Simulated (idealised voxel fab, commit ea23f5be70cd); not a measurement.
Process module under the name voxel wiring stack
Cross-section cut: width 230 nm, square cells of 5 nm.
Cross-section layout: square cells on a grid; listed as bands, top to bottom; a band spans one or more cell rows.
For a band, the entry starts with two heights in nm, that of the top and then that of the bottom, and carries on with the band's materials in order from left to right, each alongside its width in nm; the word "all across" beside a single material means it fills the band edge to edge, and "empty" means empty space.
A quick word on heights: they are counted from 0, and under that level the wafer as it came to us is one material throughout. The lowest band is different from the rest in having no bottom; it simply continues downward, written as in "top 0, no bottom".
Note: "30 to 40" means the width goes from the first number (top row of the band) to the second number (bottom row) in equal steps per row of cells.
Take "nothing got changed" at face value: in the step it is given for, the cross-section changed in none of its cells.
"Voids, fully enclosed" specifies each empty space that is not open to the top and that occupies no fewer than 8 cells, using the form width x height at distance, the distance measured from the left edge and all three quantities in nm.
Post-settings text on a step line: simulator's own remark regarding the step.
Regarding "overlay nm": on a step with a mask, it is the distance the mask lay to the right of its planned place; a negative value places it to the left.
Pairs, read this way: before one process step on the one hand, after it on the other, the after cross-section ending at the lowest band that changed; the step between, settings included, beneath. Same starting wafer throughout, but possibly different runs of this module, so no pair continues from the pair above unless its entry headed "Snapshot before" says so.
**Snapshot before**
> top 145, bottom 135 = aC 75 / empty 25 / aC 30 / empty 25 / aC 75
> top 135, bottom 125 = lowk 75 / empty 25 / lowk 30 / empty 25 / lowk 75
> top 125, bottom 115 = lowk 75 / empty 15 / aC 10 / lowk 30 / empty 15 / aC 10 / lowk 75
> top 115, bottom 100 = lowk 75 / empty 15 / lowk 40 / empty 15 / lowk 85
> top 100, bottom 95 = SiCN all across
> top 95, bottom 90 = SiCN 70 / Ru 35 / SiCN 20 / Ru 35 / SiCN 70
> top 90, bottom 70 = lowk 75 / TiN 5 / Ru 15 / TiN 5 / lowk 30 / TiN 5 / Ru 15 / TiN 5 / lowk 75
> top 70, bottom 65 = SiN 75 / TiN 25 / SiN 30 / TiN 25 / SiN 75
> top 65, bottom 45 = lowk 75 / Ru 15 / lowk 40 / Ru 15 / lowk 85
> top 45, bottom 40 = SiCN 75 / Ru 15 / SiCN 40 / Ru 15 / SiCN 85
> top 40, bottom 15 = SiO2 75 / Ru 25 / SiO2 30 / Ru 25 / SiO2 75
> top 15, bottom 5 = SiO2 all across
> top 5, bottom 0 = TiN all across
> top 0, no bottom = Si all across
> Voids, fully enclosed: none
**Cross-Section Thereafter**
> top 145, bottom 135 = aC 75 / empty 25 / aC 30 / empty 25 / aC 75
> top 135, bottom 125 = lowk 75 / empty 25 / lowk 30 / empty 25 / lowk 75
> top 125, bottom 115 = lowk 75 / empty 15 / aC 10 / lowk 30 / empty 15 / aC 10 / lowk 75
> top 115, bottom 100 = lowk 75 / empty 15 / lowk 40 / empty 15 / lowk 85
> top 100, bottom 95 = SiCN 75 / empty 15 / SiCN 40 / empty 15 / SiCN 85
> Under the height 95 nothing was changed.
> Voids, fully enclosed: none
Going from the before section above to the after section, the step was DIRECTIONAL_ETCH [etch materials SiCN] [depth nm 5]
Snapshot before: Please consult the pair immediately above; the cross-section it shows after its step is the state before this step.
**Cross-Section Thereafter**
> top 135, bottom 115 = lowk 75 / empty 25 / lowk 30 / empty 25 / lowk 75
> Under the height 115 nothing was changed.
> Voids, fully enclosed: none
Going from the before section above to the after section, the step was STRIP [etch materials aC]
Snapshot before: Please consult the pair immediately above; the cross-section it shows after its step is the state before this step.
**Cross-Section Thereafter**
> top 140, bottom 135 = TiN 80 / empty 15 / TiN 40 / empty 15 / TiN 80
> top 135, bottom 120 = lowk 75 / TiN 5 / empty 15 / TiN 5 / lowk 30 / TiN 5 / empty 15 / TiN 5 / lowk 75
> top 120, bottom 115 = lowk 75 / TiN 5 / empty 5 / TiN 15 / lowk 30 / TiN 5 / empty 5 / TiN 15 / lowk 75
> top 115, bottom 100 = lowk 75 / TiN 5 / empty 5 / TiN 5 / lowk 40 / TiN 5 / empty 5 / TiN 5 / lowk 85
> top 100, bottom 95 = SiCN 75 / TiN 15 / SiCN 40 / TiN 15 / SiCN 85
> Under the height 95 nothing was changed.
> Voids, fully enclosed: none
Going from the before section above to the after section, the step was CONFORMAL_DEP [material TiN] [thk nm 5]
Snapshot before: Please consult the pair immediately above; the cross-section it shows after its step is the state before this step.
**Cross-Section Thereafter**
> top 150, bottom 140 = Cu all across
> top 140, bottom 135 = TiN 80 / Cu 15 / TiN 40 / Cu 15 / TiN 80
> top 135, bottom 120 = lowk 75 / TiN 5 / Cu 15 / TiN 5 / lowk 30 / TiN 5 / Cu 15 / TiN 5 / lowk 75
> top 120, bottom 115 = lowk 75 / TiN 5 / Cu 5 / TiN 15 / lowk 30 / TiN 5 / Cu 5 / TiN 15 / lowk 75
> top 115, bottom 100 = lowk 75 / TiN 5 / Cu 5 / TiN 5 / lowk 40 / TiN 5 / Cu 5 / TiN 5 / lowk 85
> Under the height 100 nothing was changed.
> Voids, fully enclosed: none
Going from the before section above to the after section, the step was FILL_DEP [material Cu] [thk nm 10]
Snapshot before: Please consult the pair immediately above; the cross-section it shows after its step is the state before this step.
**Cross-Section Thereafter**
> top 135, bottom 120 = lowk 75 / TiN 5 / Cu 15 / TiN 5 / lowk 30 / TiN 5 / Cu 15 / TiN 5 / lowk 75
> Under the height 120 nothing was changed.
> Voids, fully enclosed: none
Going from the before section above to the after section, the step was CMP [height nm 135]
Snapshot before: Please consult the pair immediately above; the cross-section it shows after its step is the state before this step.
**Cross-Section Thereafter**
> top 140, bottom 135 = SiN all across
> Under the height 135 nothing was changed.
> Voids, fully enclosed: none
Going from the before section above to the after section, the step was CONFORMAL_DEP [material SiN] [thk nm 5]
**Snapshot before**
> top 65, bottom 45 = lowk 75 / Ru 15 / lowk 40 / Ru 15 / lowk 85
> top 45, bottom 40 = SiCN 75 / Ru 15 / SiCN 40 / Ru 15 / SiCN 85
> top 40, bottom 15 = SiO2 75 / Ru 25 / SiO2 30 / Ru 25 / SiO2 75
> top 15, bottom 10 = SiO2 75 / TiN 25 / SiO2 30 / TiN 25 / SiO2 75
> top 10, bottom 0 = SiO2 all across
> top 0, no bottom = Si all across
> Voids, fully enclosed: none
**Cross-Section Thereafter**
> top 80, bottom 65 = SiN all across
> Under the height 65 nothing was changed.
> Voids, fully enclosed: none
Going from the before section above to the after section, the step was CONFORMAL_DEP [material SiN] [thk nm 15]
Snapshot before: Please consult the pair immediately above; the cross-section it shows after its step is the state before this step.
**Cross-Section Thereafter**
> top 100, bottom 80 = lowk all across
> Under the height 80 nothing was changed.
> Voids, fully enclosed: none
Going from the before section above to the after section, the step was DIRECTIONAL_DEP [material lowk] [thk nm 20]
Snapshot before: Please consult the pair immediately above; the cross-section it shows after its step is the state before this step.
**Cross-Section Thereafter**
> top 100, bottom 80 = lowk 75 / empty 25 / lowk 30 / empty 25 / lowk 75
> Under the height 80 nothing was changed.
> Voids, fully enclosed: none
Going from the before section above to the after section, the step was MASKED_ETCH [tone open] [mask id METAL_2] [width nm 25] [pitch nm 55] [etch materials lowk] [depth nm 20] [overlay nm 0]
Snapshot before: Please consult the pair immediately above; the cross-section it shows after its step is the state before this step.
**Cross-Section Thereafter**
> top 100, bottom 80 = lowk 75 / empty 25 / lowk 30 / empty 25 / lowk 75
> top 80, bottom 75 = SiN 75 / empty 25 / SiN 30 / empty 25 / SiN 75
> Under the height 75 nothing was changed.
> Voids, fully enclosed: none
Going from the before section above to the after section, the step was MASKED_ETCH [tone open] [mask id METAL_2] [width nm 25] [pitch nm 55] [etch materials SiN] [depth nm 5] [overlay nm 0]
Snapshot before: Please consult the pair immediately above; the cross-section it shows after its step is the state before this step.
**Cross-Section Thereafter**
> top 105, bottom 100 = TiN 80 / empty 15 / TiN 40 / empty 15 / TiN 80
> top 100, bottom 80 = lowk 75 / TiN 5 / empty 15 / TiN 5 / lowk 30 / TiN 5 / empty 15 / TiN 5 / lowk 75
> top 80, bottom 75 = SiN 75 / TiN 25 / SiN 30 / TiN 25 / SiN 75
> Under the height 75 nothing was changed.
> Voids, fully enclosed: none
Going from the before section above to the after section, the step was CONFORMAL_DEP [material TiN] [thk nm 5]
Snapshot before: Please consult the pair immediately above; the cross-section it shows after its step is the state before this step.
**Cross-Section Thereafter**
> top 115, bottom 105 = Ru all across
> top 105, bottom 100 = TiN 80 / Ru 15 / TiN 40 / Ru 15 / TiN 80
> top 100, bottom 80 = lowk 75 / TiN 5 / Ru 15 / TiN 5 / lowk 30 / TiN 5 / Ru 15 / TiN 5 / lowk 75
> Under the height 80 nothing was changed.
> Voids, fully enclosed: none
Going from the before section above to the after section, the step was FILL_DEP [material Ru] [thk nm 10]
Snapshot before: Please consult the pair immediately above; the cross-section it shows after its step is the state before this step.
**Cross-Section Thereafter**
> top 90, bottom 80 = lowk 75 / TiN 5 / Ru 15 / TiN 5 / lowk 30 / TiN 5 / Ru 15 / TiN 5 / lowk 75
> Under the height 80 nothing was changed.
> Voids, fully enclosed: none
Going from the before section above to the after section, the step was CMP [height nm 90]
Snapshot before: Please consult the pair immediately above; the cross-section it shows after its step is the state before this step.
**Cross-Section Thereafter**
> top 95, bottom 90 = empty 70 / Ru 35 / empty 20 / Ru 35 / empty 70
> Under the height 90 nothing was changed.
> Voids, fully enclosed: none
Going from the before section above to the after section, the step was EPI [material Ru] [thk nm 5]
Snapshot before: Please consult the pair immediately above; the cross-section it shows after its step is the state before this step.
**Cross-Section Thereafter**
> top 100, bottom 95 = SiCN all across
> top 95, bottom 90 = SiCN 70 / Ru 35 / SiCN 20 / Ru 35 / SiCN 70
> Under the height 90 nothing was changed.
> Voids, fully enclosed: none
Going from the before section above to the after section, the step was FILL_DEP [material SiCN] [thk nm 5]
Snapshot before: Please consult the pair immediately above; the cross-section it shows after its step is the state before this step.
**Cross-Section Thereafter**
> top 135, bottom 100 = lowk all across
> Under the height 100 nothing was changed.
> Voids, fully enclosed: none
Going from the before section above to the after section, the step was DIRECTIONAL_DEP [material lowk] [thk nm 35]
Snapshot before: Please consult the pair immediately above; the cross-section it shows after its step is the state before this step.
**Cross-Section Thereafter**
> top 145, bottom 135 = aC all across
> Under the height 135 nothing was changed.
> Voids, fully enclosed: none
Going from the before section above to the after section, the step was DIRECTIONAL_DEP [material aC] [thk nm 10]
Snapshot before: Please consult the pair immediately above; the cross-section it shows after its step is the state before this step.
**Cross-Section Thereafter**
> top 170, bottom 145 = resist 75 / empty 25 / resist 30 / empty 25 / resist 75
> Under the height 145 nothing was changed.
> Voids, fully enclosed: none
Going from the before section above to the after section, the step was PATTERN [tone open] [mask id METAL_3] [material resist] [width nm 25] [pitch nm 55] [thk nm 25] [overlay nm 0]
Snapshot before: Please consult the pair immediately above; the cross-section it shows after its step is the state before this step.
**Cross-Section Thereafter**
> top 160, bottom 145 = resist 75 / empty 25 / resist 30 / empty 25 / resist 75
> top 145, bottom 135 = aC 75 / empty 25 / aC 30 / empty 25 / aC 75
> Under the height 135 nothing was changed.
> Voids, fully enclosed: none
Going from the before section above to the after section, the step was DIRECTIONAL_ETCH [etch materials aC] [depth nm 10]
Snapshot before: Please consult the pair immediately above; the cross-section it shows after its step is the state before this step.
**Cross-Section Thereafter**
> top 145, bottom 135 = aC 75 / empty 25 / aC 30 / empty 25 / aC 75
> Under the height 135 nothing was changed.
> Voids, fully enclosed: none
Going from the before section above to the after section, the step was STRIP [etch materials resist]
Snapshot before: Please consult the pair immediately above; the cross-section it shows after its step is the state before this step.
**Cross-Section Thereafter**
> top 145, bottom 135 = aC 75 / empty 25 / aC 30 / empty 25 / aC 75
> top 135, bottom 115 = lowk 75 / empty 25 / lowk 30 / empty 25 / lowk 75
> Under the height 115 nothing was changed.
> Voids, fully enclosed: none
Going from the before section above to the after section, the step was DIRECTIONAL_ETCH [etch materials lowk] [depth nm 20]
Snapshot before: Please consult the pair immediately above; the cross-section it shows after its step is the state before this step.
**Cross-Section Thereafter**
> top 135, bottom 115 = lowk 75 / empty 25 / lowk 30 / empty 25 / lowk 75
> Under the height 115 nothing was changed.
> Voids, fully enclosed: none
Going from the before section above to the after section, the step was STRIP [etch materials aC]
Snapshot before: Please consult the pair immediately above; the cross-section it shows after its step is the state before this step.
**Cross-Section Thereafter**
> top 145, bottom 135 = aC 75 / empty 25 / aC 30 / empty 25 / aC 75
> top 135, bottom 125 = lowk 75 / empty 25 / lowk 30 / empty 25 / lowk 75
> top 125, bottom 115 = lowk 75 / aC 25 / lowk 30 / aC 25 / lowk 75
> Under the height 115 nothing was changed.
> Voids, fully enclosed: none
Going from the before section above to the after section, the step was DIRECTIONAL_DEP [material aC] [thk nm 10]
Snapshot before: Please consult the pair immediately above; the cross-section it shows after its step is the state before this step.
**Cross-Section Thereafter**
> top 175, bottom 145 = resist 75 / empty 15 / resist 40 / empty 15 / resist 85
> top 145, bottom 135 = aC 75 / empty 15 / resist 10 / aC 30 / empty 15 / resist 10 / aC 75
> top 135, bottom 125 = lowk 75 / empty 15 / resist 10 / lowk 30 / empty 15 / resist 10 / lowk 75
> Under the height 125 nothing was changed.
> Voids, fully enclosed: none
Going from the before section above to the after section, the step was PATTERN [tone open] [mask id METAL_3_HOLES] [material resist] [width nm 15] [pitch nm 55] [thk nm 30] [overlay nm 0]
Snapshot before: Please consult the pair immediately above; the cross-section it shows after its step is the state before this step.
**Cross-Section Thereafter**
> top 165, bottom 145 = resist 75 / empty 15 / resist 40 / empty 15 / resist 85
> top 145, bottom 135 = aC 75 / empty 15 / resist 10 / aC 30 / empty 15 / resist 10 / aC 75
> top 135, bottom 125 = lowk 75 / empty 15 / resist 10 / lowk 30 / empty 15 / resist 10 / lowk 75
> top 125, bottom 115 = lowk 75 / empty 15 / aC 10 / lowk 30 / empty 15 / aC 10 / lowk 75
> Under the height 115 nothing was changed.
> Voids, fully enclosed: none
Going from the before section above to the after section, the step was DIRECTIONAL_ETCH [etch materials aC] [depth nm 10]
Snapshot before: Please consult the pair immediately above; the cross-section it shows after its step is the state before this step.
**Cross-Section Thereafter**
> top 145, bottom 135 = aC 75 / empty 25 / aC 30 / empty 25 / aC 75
> top 135, bottom 125 = lowk 75 / empty 25 / lowk 30 / empty 25 / lowk 75
> Under the height 125 nothing was changed.
> Voids, fully enclosed: none
Going from the before section above to the after section, the step was STRIP [etch materials resist]
Snapshot before: Please consult the pair immediately above; the cross-section it shows after its step is the state before this step.
**Cross-Section Thereafter**
> top 145, bottom 135 = aC 75 / empty 25 / aC 30 / empty 25 / aC 75
> top 135, bottom 125 = lowk 75 / empty 25 / lowk 30 / empty 25 / lowk 75
> top 125, bottom 115 = lowk 75 / empty 15 / aC 10 / lowk 30 / empty 15 / aC 10 / lowk 75
> top 115, bottom 100 = lowk 75 / empty 15 / lowk 40 / empty 15 / lowk 85
> Under the height 100 nothing was changed.
> Voids, fully enclosed: none
Going from the before section above to the after section, the step was DIRECTIONAL_ETCH [etch materials lowk] [depth nm 15]
Snapshot before: Please consult the pair immediately above; the cross-section it shows after its step is the state before this step.
**Cross-Section Thereafter**
> top 145, bottom 135 = aC 75 / empty 25 / aC 30 / empty 25 / aC 75
> top 135, bottom 125 = lowk 75 / empty 25 / lowk 30 / empty 25 / lowk 75
> top 125, bottom 115 = lowk 75 / empty 15 / aC 10 / lowk 30 / empty 15 / aC 10 / lowk 75
> top 115, bottom 100 = lowk 75 / empty 15 / lowk 40 / empty 15 / lowk 85
> top 100, bottom 95 = SiCN 75 / empty 15 / SiCN 40 / empty 15 / SiCN 85
> Under the height 95 nothing was changed.
> Voids, fully enclosed: none
Going from the before section above to the after section, the step was DIRECTIONAL_ETCH [etch materials SiCN] [depth nm 5]
Snapshot before: Please consult the pair immediately above; the cross-section it shows after its step is the state before this step.
**Cross-Section Thereafter**
> top 135, bottom 115 = lowk 75 / empty 25 / lowk 30 / empty 25 / lowk 75
> Under the height 115 nothing was changed.
> Voids, fully enclosed: none
Going from the before section above to the after section, the step was STRIP [etch materials aC]
Snapshot before: Please consult the pair immediately above; the cross-section it shows after its step is the state before this step.
**Cross-Section Thereafter**
> top 140, bottom 135 = TiN 80 / empty 15 / TiN 40 / empty 15 / TiN 80
> top 135, bottom 120 = lowk 75 / TiN 5 / empty 15 / TiN 5 / lowk 30 / TiN 5 / empty 15 / TiN 5 / lowk 75
> top 120, bottom 115 = lowk 75 / TiN 5 / empty 5 / TiN 15 / lowk 30 / TiN 5 / empty 5 / TiN 15 / lowk 75
> top 115, bottom 100 = lowk 75 / TiN 5 / empty 5 / TiN 5 / lowk 40 / TiN 5 / empty 5 / TiN 5 / lowk 85
> top 100, bottom 95 = SiCN 75 / TiN 15 / SiCN 40 / TiN 15 / SiCN 85
> Under the height 95 nothing was changed.
> Voids, fully enclosed: none
Going from the before section above to the after section, the step was CONFORMAL_DEP [material TiN] [thk nm 5]
Snapshot before: Please consult the pair immediately above; the cross-section it shows after its step is the state before this step.
**Cross-Section Thereafter**
> top 150, bottom 140 = Cu all across
> top 140, bottom 135 = TiN 80 / Cu 15 / TiN 40 / Cu 15 / TiN 80
> top 135, bottom 120 = lowk 75 / TiN 5 / Cu 15 / TiN 5 / lowk 30 / TiN 5 / Cu 15 / TiN 5 / lowk 75
> top 120, bottom 115 = lowk 75 / TiN 5 / Cu 5 / TiN 15 / lowk 30 / TiN 5 / Cu 5 / TiN 15 / lowk 75
> top 115, bottom 100 = lowk 75 / TiN 5 / Cu 5 / TiN 5 / lowk 40 / TiN 5 / Cu 5 / TiN 5 / lowk 85
> Under the height 100 nothing was changed.
> Voids, fully enclosed: none
Going from the before section above to the after section, the step was FILL_DEP [material Cu] [thk nm 10]
Snapshot before: Please consult the pair immediately above; the cross-section it shows after its step is the state before this step.
**Cross-Section Thereafter**
> top 135, bottom 120 = lowk 75 / TiN 5 / Cu 15 / TiN 5 / lowk 30 / TiN 5 / Cu 15 / TiN 5 / lowk 75
> Under the height 120 nothing was changed.
> Voids, fully enclosed: none
Going from the before section above to the after section, the step was CMP [height nm 135]
Snapshot before: Please consult the pair immediately above; the cross-section it shows after its step is the state before this step.
**Cross-Section Thereafter**
> top 140, bottom 135 = SiN all across
> Under the height 135 nothing was changed.
> Voids, fully enclosed: none
Going from the before section above to the after section, the step was CONFORMAL_DEP [material SiN] [thk nm 5]
**Snapshot before**
> top 40, bottom 15 = Ru all across
> top 15, bottom 10 = TiN all across
> top 10, bottom 0 = SiO2 all across
> top 0, no bottom = Si all across
> Voids, fully enclosed: none
**Cross-Section Thereafter**
> top 60, bottom 40 = empty 80 / resist 20 / empty 35 / resist 20 / empty 75
> Under the height 40 nothing was changed.
> Voids, fully enclosed: none
Going from the before section above to the after section, the step was PATTERN [tone cover] [mask id METAL_1] [material resist] [width nm 20] [pitch nm 55] [thk nm 20] [overlay nm 0]
Snapshot before: Please consult the pair immediately above; the cross-section it shows after its step is the state before this step.
**Cross-Section Thereafter**
> top 60, bottom 40 = empty 80 / resist 20 / empty 35 / resist 20 / empty 75
> top 40, bottom 15 = empty 80 / Ru 20 / empty 35 / Ru 20 / empty 75
> Under the height 15 nothing was changed.
> Voids, fully enclosed: none
Going from the before section above to the after section, the step was DIRECTIONAL_ETCH [etch materials Ru] [depth nm 25]
Snapshot before: Please consult the pair immediately above; the cross-section it shows after its step is the state before this step.
**Cross-Section Thereafter**
> top 60, bottom 40 = empty 80 / resist 20 / empty 35 / resist 20 / empty 75
> top 40, bottom 15 = empty 80 / Ru 20 / empty 35 / Ru 20 / empty 75
> top 15, bottom 10 = empty 80 / TiN 20 / empty 35 / TiN 20 / empty 75
> Under the height 10 nothing was changed.
> Voids, fully enclosed: none
Going from the before section above to the after section, the step was DIRECTIONAL_ETCH [etch materials TiN] [depth nm 5]
Snapshot before: Please consult the pair immediately above; the cross-section it shows after its step is the state before this step.
**Cross-Section Thereafter**
> top 40, bottom 15 = empty 80 / Ru 20 / empty 35 / Ru 20 / empty 75
> Under the height 15 nothing was changed.
> Voids, fully enclosed: none
Going from the before section above to the after section, the step was STRIP [etch materials resist]
Snapshot before: Please consult the pair immediately above; the cross-section it shows after its step is the state before this step.
**Cross-Section Thereafter**
> top 50, bottom 40 = SiO2 all across
> top 40, bottom 15 = SiO2 80 / Ru 20 / SiO2 35 / Ru 20 / SiO2 75
> top 15, bottom 10 = SiO2 80 / TiN 20 / SiO2 35 / TiN 20 / SiO2 75
> Under the height 10 nothing was changed.
> Voids, fully enclosed: none
Going from the before section above to the after section, the step was FILL_DEP [material SiO2] [thk nm 10]
Snapshot before: Please consult the pair immediately above; the cross-section it shows after its step is the state before this step.
**Cross-Section Thereafter**
> top 40, bottom 15 = SiO2 80 / Ru 20 / SiO2 35 / Ru 20 / SiO2 75
> Under the height 15 nothing was changed.
> Voids, fully enclosed: none
Going from the before section above to the after section, the step was CMP [height nm 40]
Snapshot before: Please consult the pair immediately above; the cross-section it shows after its step is the state before this step.
**Cross-Section Thereafter**
> top 45, bottom 40 = SiCN all across
> Under the height 40 nothing was changed.
> Voids, fully enclosed: none
Going from the before section above to the after section, the step was CONFORMAL_DEP [material SiCN] [thk nm 5]
Snapshot before: Please consult the pair immediately above; the cross-section it shows after its step is the state before this step.
**Cross-Section Thereafter**
> top 65, bottom 45 = lowk all across
> Under the height 45 nothing was changed.
> Voids, fully enclosed: none
Going from the before section above to the after section, the step was DIRECTIONAL_DEP [material lowk] [thk nm 20]
Snapshot before: Please consult the pair immediately above; the cross-section it shows after its step is the state before this step.
**Cross-Section Thereafter**
> top 65, bottom 45 = lowk 75 / empty 15 / lowk 40 / empty 15 / lowk 85
> Under the height 45 nothing was changed.
> Voids, fully enclosed: none
Going from the before section above to the after section, the step was MASKED_ETCH [tone open] [mask id PLUG_1] [width nm 15] [pitch nm 55] [etch materials lowk] [depth nm 20] [overlay nm 0]
Snapshot before: Please consult the pair immediately above; the cross-section it shows after its step is the state before this step.
**Cross-Section Thereafter**
> top 65, bottom 45 = lowk 75 / empty 15 / lowk 40 / empty 15 / lowk 85
> top 45, bottom 40 = SiCN 75 / empty 15 / SiCN 40 / empty 15 / SiCN 85
> Under the height 40 nothing was changed.
> Voids, fully enclosed: none
Going from the before section above to the after section, the step was MASKED_ETCH [tone open] [mask id PLUG_1] [width nm 15] [pitch nm 55] [etch materials SiCN] [depth nm 5] [overlay nm 0]
Snapshot before: Please consult the pair immediately above; the cross-section it shows after its step is the state before this step.
**Cross-Section Thereafter**
> top 65, bottom 50 = lowk 75 / empty 15 / lowk 40 / empty 15 / lowk 85
> top 50, bottom 45 = lowk 75 / Ru 15 / lowk 40 / Ru 15 / lowk 85
> top 45, bottom 40 = SiCN 75 / Ru 15 / SiCN 40 / Ru 15 / SiCN 85
> Under the height 40 nothing was changed.
> Voids, fully enclosed: none
Going from the before section above to the after section, the step was EPI [material Ru] [thk nm 10]
Snapshot before: Please consult the pair immediately above; the cross-section it shows after its step is the state before this step.
**Cross-Section Thereafter**
> top 65, bottom 60 = lowk 75 / empty 15 / lowk 40 / empty 15 / lowk 85
> top 60, bottom 45 = lowk 75 / Ru 15 / lowk 40 / Ru 15 / lowk 85
> Under the height 45 nothing was changed.
> Voids, fully enclosed: none
Going from the before section above to the after section, the step was EPI [material Ru] [thk nm 10]
Snapshot before: Please consult the pair immediately above; the cross-section it shows after its step is the state before this step.
**Cross-Section Thereafter**
> top 65, bottom 45 = lowk 75 / Ru 15 / lowk 40 / Ru 15 / lowk 85
> Under the height 45 nothing was changed.
> Voids, fully enclosed: none
Going from the before section above to the after section, the step was EPI [material Ru] [thk nm 5]
Snapshot before: Please consult the pair immediately above; the cross-section it shows after its step is the state before this step.
**Cross-Section Thereafter**
> top 70, bottom 65 = SiN all across
> Under the height 65 nothing was changed.
> Voids, fully enclosed: none
Going from the before section above to the after section, the step was CONFORMAL_DEP [material SiN] [thk nm 5]
Snapshot before: Please consult the pair immediately above; the cross-section it shows after its step is the state before this step.
**Cross-Section Thereafter**
> top 90, bottom 70 = lowk all across
> Under the height 70 nothing was changed.
> Voids, fully enclosed: none
Going from the before section above to the after section, the step was DIRECTIONAL_DEP [material lowk] [thk nm 20]
Snapshot before: Please consult the pair immediately above; the cross-section it shows after its step is the state before this step.
**Cross-Section Thereafter**
> top 90, bottom 70 = lowk 75 / empty 25 / lowk 30 / empty 25 / lowk 75
> Under the height 70 nothing was changed.
> Voids, fully enclosed: none
Going from the before section above to the after section, the step was MASKED_ETCH [tone open] [mask id METAL_2] [width nm 25] [pitch nm 55] [etch materials lowk] [depth nm 20] [overlay nm 0]
Snapshot before: Please consult the pair immediately above; the cross-section it shows after its step is the state before this step.
**Cross-Section Thereafter**
> top 90, bottom 70 = lowk 75 / empty 25 / lowk 30 / empty 25 / lowk 75
> top 70, bottom 65 = SiN 75 / empty 25 / SiN 30 / empty 25 / SiN 75
> Under the height 65 nothing was changed.
> Voids, fully enclosed: none
Going from the before section above to the after section, the step was MASKED_ETCH [tone open] [mask id METAL_2] [width nm 25] [pitch nm 55] [etch materials SiN] [depth nm 5] [overlay nm 0]
Snapshot before: Please consult the pair immediately above; the cross-section it shows after its step is the state before this step.
**Cross-Section Thereafter**
> top 95, bottom 90 = TiN 80 / empty 15 / TiN 40 / empty 15 / TiN 80
> top 90, bottom 70 = lowk 75 / TiN 5 / empty 15 / TiN 5 / lowk 30 / TiN 5 / empty 15 / TiN 5 / lowk 75
> top 70, bottom 65 = SiN 75 / TiN 25 / SiN 30 / TiN 25 / SiN 75
> Under the height 65 nothing was changed.
> Voids, fully enclosed: none
Going from the before section above to the after section, the step was CONFORMAL_DEP [material TiN] [thk nm 5]
Snapshot before: Please consult the pair immediately above; the cross-section it shows after its step is the state before this step.
**Cross-Section Thereafter**
> top 105, bottom 95 = Ru all across
> top 95, bottom 90 = TiN 80 / Ru 15 / TiN 40 / Ru 15 / TiN 80
> top 90, bottom 70 = lowk 75 / TiN 5 / Ru 15 / TiN 5 / lowk 30 / TiN 5 / Ru 15 / TiN 5 / lowk 75
> Under the height 70 nothing was changed.
> Voids, fully enclosed: none
Going from the before section above to the after section, the step was FILL_DEP [material Ru] [thk nm 10]
Snapshot before: Please consult the pair immediately above; the cross-section it shows after its step is the state before this step.
**Cross-Section Thereafter**
> top 90, bottom 70 = lowk 75 / TiN 5 / Ru 15 / TiN 5 / lowk 30 / TiN 5 / Ru 15 / TiN 5 / lowk 75
> Under the height 70 nothing was changed.
> Voids, fully enclosed: none
Going from the before section above to the after section, the step was CMP [height nm 90]
Snapshot before: Please consult the pair immediately above; the cross-section it shows after its step is the state before this step.
**Cross-Section Thereafter**
> top 95, bottom 90 = empty 70 / Ru 35 / empty 20 / Ru 35 / empty 70
> Under the height 90 nothing was changed.
> Voids, fully enclosed: none
Going from the before section above to the after section, the step was EPI [material Ru] [thk nm 5]
Snapshot before: Please consult the pair immediately above; the cross-section it shows after its step is the state before this step.
**Cross-Section Thereafter**
> top 100, bottom 95 = SiCN all across
> top 95, bottom 90 = SiCN 70 / Ru 35 / SiCN 20 / Ru 35 / SiCN 70
> Under the height 90 nothing was changed.
> Voids, fully enclosed: none
Going from the before section above to the after section, the step was FILL_DEP [material SiCN] [thk nm 5]
Snapshot before: Please consult the pair immediately above; the cross-section it shows after its step is the state before this step.
**Cross-Section Thereafter**
> top 135, bottom 100 = lowk all across
> Under the height 100 nothing was changed.
> Voids, fully enclosed: none
Going from the before section above to the after section, the step was DIRECTIONAL_DEP [material lowk] [thk nm 35]
Snapshot before: Please consult the pair immediately above; the cross-section it shows after its step is the state before this step.
**Cross-Section Thereafter**
> top 145, bottom 135 = aC all across
> Under the height 135 nothing was changed.
> Voids, fully enclosed: none
Going from the before section above to the after section, the step was DIRECTIONAL_DEP [material aC] [thk nm 10]
Snapshot before: Please consult the pair immediately above; the cross-section it shows after its step is the state before this step.
**Cross-Section Thereafter**
> top 170, bottom 145 = resist 75 / empty 25 / resist 30 / empty 25 / resist 75
> Under the height 145 nothing was changed.
> Voids, fully enclosed: none
Going from the before section above to the after section, the step was PATTERN [tone open] [mask id METAL_3] [material resist] [width nm 25] [pitch nm 55] [thk nm 25] [overlay nm 0]
Snapshot before: Please consult the pair immediately above; the cross-section it shows after its step is the state before this step.
**Cross-Section Thereafter**
> top 160, bottom 145 = resist 75 / empty 25 / resist 30 / empty 25 / resist 75
> top 145, bottom 135 = aC 75 / empty 25 / aC 30 / empty 25 / aC 75
> Under the height 135 nothing was changed.
> Voids, fully enclosed: none
Going from the before section above to the after section, the step was DIRECTIONAL_ETCH [etch materials aC] [depth nm 10]
Snapshot before: Please consult the pair immediately above; the cross-section it shows after its step is the state before this step.
**Cross-Section Thereafter**
> top 145, bottom 135 = aC 75 / empty 25 / aC 30 / empty 25 / aC 75
> Under the height 135 nothing was changed.
> Voids, fully enclosed: none
Going from the before section above to the after section, the step was STRIP [etch materials resist]
Snapshot before: Please consult the pair immediately above; the cross-section it shows after its step is the state before this step.
**Cross-Section Thereafter**
> top 145, bottom 135 = aC 75 / empty 25 / aC 30 / empty 25 / aC 75
> top 135, bottom 115 = lowk 75 / empty 25 / lowk 30 / empty 25 / lowk 75
> Under the height 115 nothing was changed.
> Voids, fully enclosed: none
Going from the before section above to the after section, the step was DIRECTIONAL_ETCH [etch materials lowk] [depth nm 20]
Snapshot before: Please consult the pair immediately above; the cross-section it shows after its step is the state before this step.
**Cross-Section Thereafter**
> top 135, bottom 115 = lowk 75 / empty 25 / lowk 30 / empty 25 / lowk 75
> Under the height 115 nothing was changed.
> Voids, fully enclosed: none
Going from the before section above to the after section, the step was STRIP [etch materials aC]
Snapshot before: Please consult the pair immediately above; the cross-section it shows after its step is the state before this step.
**Cross-Section Thereafter**
> top 145, bottom 135 = aC 75 / empty 25 / aC 30 / empty 25 / aC 75
> top 135, bottom 125 = lowk 75 / empty 25 / lowk 30 / empty 25 / lowk 75
> top 125, bottom 115 = lowk 75 / aC 25 / lowk 30 / aC 25 / lowk 75
> Under the height 115 nothing was changed.
> Voids, fully enclosed: none
Going from the before section above to the after section, the step was DIRECTIONAL_DEP [material aC] [thk nm 10]
